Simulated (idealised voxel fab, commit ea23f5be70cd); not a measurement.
The following is a process module called voxel capacitor over wiring.
cross-section cut | 215 nm wide | cells 5 nm
In what follows, cross-sections appear as grids of square cells, described through bands that run from the top down, where every band is one or more rows of cells. Top height, bottom height, nm. Materials left to right, width each, nm. Single material + "throughout" = fills band edge to edge. "blank" = empty. Zero point of the height axis is 0; under it, received wafer = one material. Lowest band: continues down indefinitely, "top 0, no bottom". A width given as "30..40" starts at the first number in the band's top row and ends at the second number in its bottom row, shifting by an equal amount at every step from row to row. "remained unchanged" after a step means that no cell of the cross-section changed. The list in "Enclosed internal voids" covers empty spaces of 8 cells or more that cannot reach the top through any open way, and it gives each as width x height at distance; the distance is from the left edge, and width, height and distance are in nm. Where a step's line continues beyond its settings, the continuation is a remark by the simulator itself on that step. When a step includes a mask, the "overlay nm" setting on its line states how far to the right of its planned place that mask lay, and negative values state how far to the left.
Listed below are the process steps as planned
1: RECEIVE [material Si]
2: CONFORMAL_DEP [material SiO2] [thk nm 10]
3: DIRECTIONAL_DEP [material TiN] [thk nm 5]
4: DIRECTIONAL_DEP [material W] [thk nm 15]
5: PATTERN [tone cover] [mask id METAL_1] [material resist] [width nm 25] [pitch nm 95] [thk nm 20] [overlay nm 0]
6: DIRECTIONAL_ETCH [etch materials W] [depth nm 15]
7: DIRECTIONAL_ETCH [etch materials TiN] [depth nm 5]
8: STRIP [etch materials resist]
9: CONFORMAL_DEP [material SiN] [thk nm 5]
10: FILL_DEP [material lowk] [thk nm 5]
11: CMP [height nm 30]
12: CONFORMAL_DEP [material SiCN] [thk nm 5]
13: DIRECTIONAL_DEP [material lowk] [thk nm 10]
14: PATTERN [tone open] [mask id PLUG_1] [material resist] [width nm 15] [thk nm 20] [overlay nm 0]
15: DIRECTIONAL_ETCH [etch materials lowk] [depth nm 10]
16: DIRECTIONAL_ETCH [etch materials SiCN] [depth nm 5]
17: STRIP [etch materials resist]
18: CONFORMAL_DEP [material TiN] [thk nm 5]
19: FILL_DEP [material Ru] [thk nm 10]
20: CMP [height nm 45]
21: DIRECTIONAL_DEP [material TiN] [thk nm 10]
22: DIRECTIONAL_DEP [material SiN] [thk nm 5]
23: DIRECTIONAL_DEP [material TiN] [thk nm 5]
24: MASKED_ETCH [tone cover] [mask id UPPER_PLATE] [width nm 75] [etch materials TiN] [depth nm 5] [overlay nm 0]
25: MASKED_ETCH [tone cover] [mask id UPPER_PLATE] [width nm 75] [etch materials SiN] [depth nm 5] [overlay nm 0]
26: DIRECTIONAL_DEP [material aC] [thk nm 10]
27: PATTERN [tone cover] [mask id LOWER_PLATE] [material resist] [width nm 85] [thk nm 30] [overlay nm 0]
28: DIRECTIONAL_ETCH [etch materials aC] [depth nm 10]
29: STRIP [etch materials resist]
30: DIRECTIONAL_ETCH [etch materials TiN] [depth nm 10]
31: STRIP [etch materials aC]
32: FILL_DEP [material SiO2] [thk nm 15]
33: CMP [height nm 75]
34: PATTERN [tone open] [mask id PLUG_2] [material resist] [width nm 15] [thk nm 20] [overlay nm 0]
35: DIRECTIONAL_ETCH [etch materials SiO2] [depth nm 10]
36: STRIP [etch materials resist]
37: CONFORMAL_DEP [material TiN] [thk nm 5]
38: FILL_DEP [material Ru] [thk nm 5]
39: CMP [height nm 75]
40: CONFORMAL_DEP [material SiCN] [thk nm 5]
The first wafer of two, processed as planned
The cross-section here shows the wafer as received, i.e. in its state after step 1
> top 0, no bottom | Si throughout
> Enclosed internal voids: none
Upon completion of step 2, the wafer appears in cross-section as shown
> top 10, bottom 0 | SiO2 throughout
> Heights below 0 show no change.
Upon completion of step 3, the wafer appears in cross-section as shown
> top 15, bottom 10 | TiN throughout
> Heights below 10 show no change.
Upon completion of step 4, the wafer appears in cross-section as shown
> top 30, bottom 15 | W throughout
> Heights below 15 show no change.
Upon completion of step 5, the wafer appears in cross-section as shown
> top 50, bottom 30 | 45 nm blank  25 nm resist  70 nm blank  25 nm resist  50 nm blank
> Heights below 30 show no change.
Upon completion of step 6, the wafer appears in cross-section as shown
> top 50, bottom 30 | 45 nm blank  25 nm resist  70 nm blank  25 nm resist  50 nm blank
> top 30, bottom 15 | 45 nm blank  25 nm W  70 nm blank  25 nm W  50 nm blank
> Heights below 15 show no change.
Upon completion of step 7, the wafer appears in cross-section as shown
> top 50, bottom 30 | 45 nm blank  25 nm resist  70 nm blank  25 nm resist  50 nm blank
> top 30, bottom 15 | 45 nm blank  25 nm W  70 nm blank  25 nm W  50 nm blank
> top 15, bottom 10 | 45 nm blank  25 nm TiN  70 nm blank  25 nm TiN  50 nm blank
> Heights below 10 show no change.
Upon completion of step 8, the wafer appears in cross-section as shown
> top 30, bottom 15 | 45 nm blank  25 nm W  70 nm blank  25 nm W  50 nm blank
> Heights below 15 show no change.
Upon completion of step 9, the wafer appears in cross-section as shown
> top 35, bottom 30 | 40 nm blank  35 nm SiN  60 nm blank  35 nm SiN  45 nm blank
> top 30, bottom 15 | 40 nm blank  5 nm SiN  25 nm W  5 nm SiN  60 nm blank  5 nm SiN  25 nm W  5 nm SiN  45 nm blank
> top 15, bottom 10 | 45 nm SiN  25 nm TiN  70 nm SiN  25 nm TiN  50 nm SiN
> Heights below 10 show no change.
Upon completion of step 10, the wafer appears in cross-section as shown
> top 40, bottom 35 | lowk throughout
> top 35, bottom 30 | 40 nm lowk  35 nm SiN  60 nm lowk  35 nm SiN  45 nm lowk
> top 30, bottom 15 | 40 nm lowk  5 nm SiN  25 nm W  5 nm SiN  60 nm lowk  5 nm SiN  25 nm W  5 nm SiN  45 nm lowk
> Heights below 15 show no change.
Upon completion of step 11, the wafer appears in cross-section as shown
> top 30, bottom 15 | 40 nm lowk  5 nm SiN  25 nm W  5 nm SiN  60 nm lowk  5 nm SiN  25 nm W  5 nm SiN  45 nm lowk
> Heights below 15 show no change.
Upon completion of step 12, the wafer appears in cross-section as shown
> top 35, bottom 30 | SiCN throughout
> Heights below 30 show no change.
Upon completion of step 13, the wafer appears in cross-section as shown
> top 45, bottom 35 | lowk throughout
> Heights below 35 show no change.
Upon completion of step 14, the wafer appears in cross-section as shown
> top 65, bottom 45 | 55 nm resist  15 nm blank  145 nm resist
> Heights below 45 show no change.
Upon completion of step 15, the wafer appears in cross-section as shown
> top 65, bottom 45 | 55 nm resist  15 nm blank  145 nm resist
> top 45, bottom 35 | 55 nm lowk  15 nm blank  145 nm lowk
> Heights below 35 show no change.
Upon completion of step 16, the wafer appears in cross-section as shown
> top 65, bottom 45 | 55 nm resist  15 nm blank  145 nm resist
> top 45, bottom 35 | 55 nm lowk  15 nm blank  145 nm lowk
> top 35, bottom 30 | 55 nm SiCN  15 nm blank  145 nm SiCN
> Heights below 30 show no change.
Upon completion of step 17, the wafer appears in cross-section as shown
> top 45, bottom 35 | 55 nm lowk  15 nm blank  145 nm lowk
> Heights below 35 show no change.
Upon completion of step 18, the wafer appears in cross-section as shown
> top 50, bottom 45 | 60 nm TiN  5 nm blank  150 nm TiN
> top 45, bottom 35 | 55 nm lowk  5 nm TiN  5 nm blank  5 nm TiN  145 nm lowk
> top 35, bottom 30 | 55 nm SiCN  15 nm TiN  145 nm SiCN
> Heights below 30 show no change.
Upon completion of step 19, the wafer appears in cross-section as shown
> top 60, bottom 50 | Ru throughout
> top 50, bottom 45 | 60 nm TiN  5 nm Ru  150 nm TiN
> top 45, bottom 35 | 55 nm lowk  5 nm TiN  5 nm Ru  5 nm TiN  145 nm lowk
> Heights below 35 show no change.
Upon completion of step 20, the wafer appears in cross-section as shown
> top 45, bottom 35 | 55 nm lowk  5 nm TiN  5 nm Ru  5 nm TiN  145 nm lowk
> Heights below 35 show no change.
Upon completion of step 21, the wafer appears in cross-section as shown
> top 55, bottom 45 | TiN throughout
> Heights below 45 show no change.
Upon completion of step 22, the wafer appears in cross-section as shown
> top 60, bottom 55 | SiN throughout
> Heights below 55 show no change.
Upon completion of step 23, the wafer appears in cross-section as shown
> top 65, bottom 60 | TiN throughout
> Heights below 60 show no change.
Upon completion of step 24, the wafer appears in cross-section as shown
> top 65, bottom 60 | 55 nm blank  75 nm TiN  85 nm blank
> Heights below 60 show no change.
Upon completion of step 25, the wafer appears in cross-section as shown
> top 65, bottom 60 | 55 nm blank  75 nm TiN  85 nm blank
> top 60, bottom 55 | 55 nm blank  75 nm SiN  85 nm blank
> Heights below 55 show no change.
Upon completion of step 26, the wafer appears in cross-section as shown
> top 75, bottom 65 | 55 nm blank  75 nm aC  85 nm blank
> top 65, bottom 60 | 55 nm aC  75 nm TiN  85 nm aC
> top 60, bottom 55 | 55 nm aC  75 nm SiN  85 nm aC
> Heights below 55 show no change.
Upon completion of step 27, the wafer appears in cross-section as shown
> top 105, bottom 75 | 50 nm blank  85 nm resist  80 nm blank
> top 75, bottom 65 | 50 nm blank  5 nm resist  75 nm aC  5 nm resist  80 nm blank
> Heights below 65 show no change.
Upon completion of step 28, the wafer appears in cross-section as shown
> top 95, bottom 75 | 50 nm blank  85 nm resist  80 nm blank
> top 75, bottom 65 | 50 nm blank  5 nm resist  75 nm aC  5 nm resist  80 nm blank
> top 65, bottom 60 | 50 nm blank  5 nm aC  75 nm TiN  5 nm aC  80 nm blank
> top 60, bottom 55 | 50 nm blank  5 nm aC  75 nm SiN  5 nm aC  80 nm blank
> Heights below 55 show no change.
Upon completion of step 29, the wafer appears in cross-section as shown
> top 75, bottom 65 | 55 nm blank  75 nm aC  85 nm blank
> Heights below 65 show no change.
Upon completion of step 30, the wafer appears in cross-section as shown
> top 75, bottom 65 | 55 nm blank  75 nm aC  85 nm blank
> top 65, bottom 60 | 50 nm blank  5 nm aC  75 nm TiN  5 nm aC  80 nm blank
> top 60, bottom 55 | 50 nm blank  5 nm aC  75 nm SiN  5 nm aC  80 nm blank
> top 55, bottom 45 | 50 nm blank  85 nm TiN  80 nm blank
> Heights below 45 show no change.
Upon completion of step 31, the wafer appears in cross-section as shown
> top 65, bottom 60 | 55 nm blank  75 nm TiN  85 nm blank
> top 60, bottom 55 | 55 nm blank  75 nm SiN  85 nm blank
> Heights below 55 show no change.
Upon completion of step 32, the wafer appears in cross-section as shown
> top 80, bottom 65 | SiO2 throughout
> top 65, bottom 60 | 55 nm SiO2  75 nm TiN  85 nm SiO2
> top 60, bottom 55 | 55 nm SiO2  75 nm SiN  85 nm SiO2
> top 55, bottom 45 | 50 nm SiO2  85 nm TiN  80 nm SiO2
> Heights below 45 show no change.
Upon completion of step 33, the wafer appears in cross-section as shown
> top 75, bottom 65 | SiO2 throughout
> Heights below 65 show no change.
Upon completion of step 34, the wafer appears in cross-section as shown
> top 95, bottom 75 | 65 nm resist  15 nm blank  135 nm resist
> Heights below 75 show no change.
Upon completion of step 35, the wafer appears in cross-section as shown
> top 95, bottom 75 | 65 nm resist  15 nm blank  135 nm resist
> top 75, bottom 65 | 65 nm SiO2  15 nm blank  135 nm SiO2
> Heights below 65 show no change.
Upon completion of step 36, the wafer appears in cross-section as shown
> top 75, bottom 65 | 65 nm SiO2  15 nm blank  135 nm SiO2
> Heights below 65 show no change.
Upon completion of step 37, the wafer appears in cross-section as shown
> top 80, bottom 75 | 70 nm TiN  5 nm blank  140 nm TiN
> top 75, bottom 70 | 65 nm SiO2  5 nm TiN  5 nm blank  5 nm TiN  135 nm SiO2
> top 70, bottom 60 | 65..55 nm SiO2  15..75 nm TiN  135..85 nm SiO2
> Heights below 60 show no change.
Upon completion of step 38, the wafer appears in cross-section as shown
> top 85, bottom 80 | Ru throughout
> top 80, bottom 75 | 70 nm TiN  5 nm Ru  140 nm TiN
> top 75, bottom 70 | 65 nm SiO2  5 nm TiN  5 nm Ru  5 nm TiN  135 nm SiO2
> Heights below 70 show no change.
Upon completion of step 39, the wafer appears in cross-section as shown
> top 75, bottom 70 | 65 nm SiO2  5 nm TiN  5 nm Ru  5 nm TiN  135 nm SiO2
> Heights below 70 show no change.
Upon completion of step 40, the wafer appears in cross-section as shown
> top 80, bottom 75 | SiCN throughout
> Heights below 75 show no change.
Second wafer, same starting conditions and recipe as the first, one mistake in executing it, nothing differs from the first up to and including step 10
Cross-section: second wafer, time at which step 11 was scheduled to end
> top 35, bottom 30 | 40 nm lowk  35 nm SiN  60 nm lowk  35 nm SiN  45 nm lowk
> Heights below 30 show no change.
Cross-section: second wafer, time at which step 12 was scheduled to end
> top 40, bottom 35 | SiCN throughout
> Heights below 35 show no change.
Cross-section: second wafer, time at which step 13 was scheduled to end
> top 50, bottom 40 | lowk throughout
> Heights below 40 show no change.
Cross-section: second wafer, time at which step 14 was scheduled to end
> top 70, bottom 50 | 55 nm resist  15 nm blank  145 nm resist
> Heights below 50 show no change.
Cross-section: second wafer, time at which step 15 was scheduled to end
> top 70, bottom 50 | 55 nm resist  15 nm blank  145 nm resist
> top 50, bottom 40 | 55 nm lowk  15 nm blank  145 nm lowk
> Heights below 40 show no change.
Cross-section: second wafer, time at which step 16 was scheduled to end
> top 70, bottom 50 | 55 nm resist  15 nm blank  145 nm resist
> top 50, bottom 40 | 55 nm lowk  15 nm blank  145 nm lowk
> top 40, bottom 35 | 55 nm SiCN  15 nm blank  145 nm SiCN
> Heights below 35 show no change.
Cross-section: second wafer, time at which step 17 was scheduled to end
> top 50, bottom 40 | 55 nm lowk  15 nm blank  145 nm lowk
> Heights below 40 show no change.
Cross-section: second wafer, time at which step 18 was scheduled to end
> top 55, bottom 50 | 60 nm TiN  5 nm blank  150 nm TiN
> top 50, bottom 40 | 55 nm lowk  5 nm TiN  5 nm blank  5 nm TiN  145 nm lowk
> top 40, bottom 35 | 55 nm SiCN  15 nm TiN  145 nm SiCN
> Heights below 35 show no change.
Cross-section: second wafer, time at which step 19 was scheduled to end
> top 65, bottom 55 | Ru throughout
> top 55, bottom 50 | 60 nm TiN  5 nm Ru  150 nm TiN
> top 50, bottom 40 | 55 nm lowk  5 nm TiN  5 nm Ru  5 nm TiN  145 nm lowk
> Heights below 40 show no change.
Cross-section: second wafer, time at which step 20 was scheduled to end
> top 45, bottom 40 | 55 nm lowk  5 nm TiN  5 nm Ru  5 nm TiN  145 nm lowk
> Heights below 40 show no change.
Cross-section: second wafer, time at which step 21 was scheduled to end
> top 55, bottom 45 | TiN throughout
> Heights below 45 show no change.
Cross-section: second wafer, time at which step 22 was scheduled to end
> top 60, bottom 55 | SiN throughout
> Heights below 55 show no change.
Cross-section: second wafer, time at which step 23 was scheduled to end
> top 65, bottom 60 | TiN throughout
> Heights below 60 show no change.
Cross-section: second wafer, time at which step 24 was scheduled to end
> top 65, bottom 60 | 55 nm blank  75 nm TiN  85 nm blank
> Heights below 60 show no change.
Cross-section: second wafer, time at which step 25 was scheduled to end
> top 65, bottom 60 | 55 nm blank  75 nm TiN  85 nm blank
> top 60, bottom 55 | 55 nm blank  75 nm SiN  85 nm blank
> Heights below 55 show no change.
Cross-section: second wafer, time at which step 26 was scheduled to end
> top 75, bottom 65 | 55 nm blank  75 nm aC  85 nm blank
> top 65, bottom 60 | 55 nm aC  75 nm TiN  85 nm aC
> top 60, bottom 55 | 55 nm aC  75 nm SiN  85 nm aC
> Heights below 55 show no change.
Cross-section: second wafer, time at which step 27 was scheduled to end
> top 105, bottom 75 | 50 nm blank  85 nm resist  80 nm blank
> top 75, bottom 65 | 50 nm blank  5 nm resist  75 nm aC  5 nm resist  80 nm blank
> Heights below 65 show no change.
Cross-section: second wafer, time at which step 28 was scheduled to end
> top 95, bottom 75 | 50 nm blank  85 nm resist  80 nm blank
> top 75, bottom 65 | 50 nm blank  5 nm resist  75 nm aC  5 nm resist  80 nm blank
> top 65, bottom 60 | 50 nm blank  5 nm aC  75 nm TiN  5 nm aC  80 nm blank
> top 60, bottom 55 | 50 nm blank  5 nm aC  75 nm SiN  5 nm aC  80 nm blank
> Heights below 55 show no change.
Cross-section: second wafer, time at which step 29 was scheduled to end
> top 75, bottom 65 | 55 nm blank  75 nm aC  85 nm blank
> Heights below 65 show no change.
Cross-section: second wafer, time at which step 30 was scheduled to end
> top 75, bottom 65 | 55 nm blank  75 nm aC  85 nm blank
> top 65, bottom 60 | 50 nm blank  5 nm aC  75 nm TiN  5 nm aC  80 nm blank
> top 60, bottom 55 | 50 nm blank  5 nm aC  75 nm SiN  5 nm aC  80 nm blank
> top 55, bottom 45 | 50 nm blank  85 nm TiN  80 nm blank
> Heights below 45 show no change.
Cross-section: second wafer, time at which step 31 was scheduled to end
> top 65, bottom 60 | 55 nm blank  75 nm TiN  85 nm blank
> top 60, bottom 55 | 55 nm blank  75 nm SiN  85 nm blank
> Heights below 55 show no change.
Cross-section: second wafer, time at which step 32 was scheduled to end
> top 80, bottom 65 | SiO2 throughout
> top 65, bottom 60 | 55 nm SiO2  75 nm TiN  85 nm SiO2
> top 60, bottom 55 | 55 nm SiO2  75 nm SiN  85 nm SiO2
> top 55, bottom 45 | 50 nm SiO2  85 nm TiN  80 nm SiO2
> Heights below 45 show no change.
Cross-section: second wafer, time at which step 33 was scheduled to end
> top 75, bottom 65 | SiO2 throughout
> Heights below 65 show no change.
Cross-section: second wafer, time at which step 34 was scheduled to end
> top 95, bottom 75 | 65 nm resist  15 nm blank  135 nm resist
> Heights below 75 show no change.
Cross-section: second wafer, time at which step 35 was scheduled to end
> top 95, bottom 75 | 65 nm resist  15 nm blank  135 nm resist
> top 75, bottom 65 | 65 nm SiO2  15 nm blank  135 nm SiO2
> Heights below 65 show no change.
Cross-section: second wafer, time at which step 36 was scheduled to end
> top 75, bottom 65 | 65 nm SiO2  15 nm blank  135 nm SiO2
> Heights below 65 show no change.
Cross-section: second wafer, time at which step 37 was scheduled to end
> top 80, bottom 75 | 70 nm TiN  5 nm blank  140 nm TiN
> top 75, bottom 70 | 65 nm SiO2  5 nm TiN  5 nm blank  5 nm TiN  135 nm SiO2
> top 70, bottom 60 | 65..55 nm SiO2  15..75 nm TiN  135..85 nm SiO2
> Heights below 60 show no change.
Cross-section: second wafer, time at which step 38 was scheduled to end
> top 85, bottom 80 | Ru throughout
> top 80, bottom 75 | 70 nm TiN  5 nm Ru  140 nm TiN
> top 75, bottom 70 | 65 nm SiO2  5 nm TiN  5 nm Ru  5 nm TiN  135 nm SiO2
> Heights below 70 show no change.
Cross-section: second wafer, time at which step 39 was scheduled to end
> top 75, bottom 70 | 65 nm SiO2  5 nm TiN  5 nm Ru  5 nm TiN  135 nm SiO2
> Heights below 70 show no change.
Cross-section: second wafer, time at which step 40 was scheduled to end
> top 80, bottom 75 | SiCN throughout
> Heights below 75 show no change.
What was done differently from what was planned? step 11 was processed under conditions differing from the plan, specifically as CMP [height nm 35]
In the final state, the cell counts of the second wafer exceed or fall short of those of the first for the following materials: 1 fewer of Ru; 14 more of SiN; 2 fewer of TiN; 11 fewer of lowk
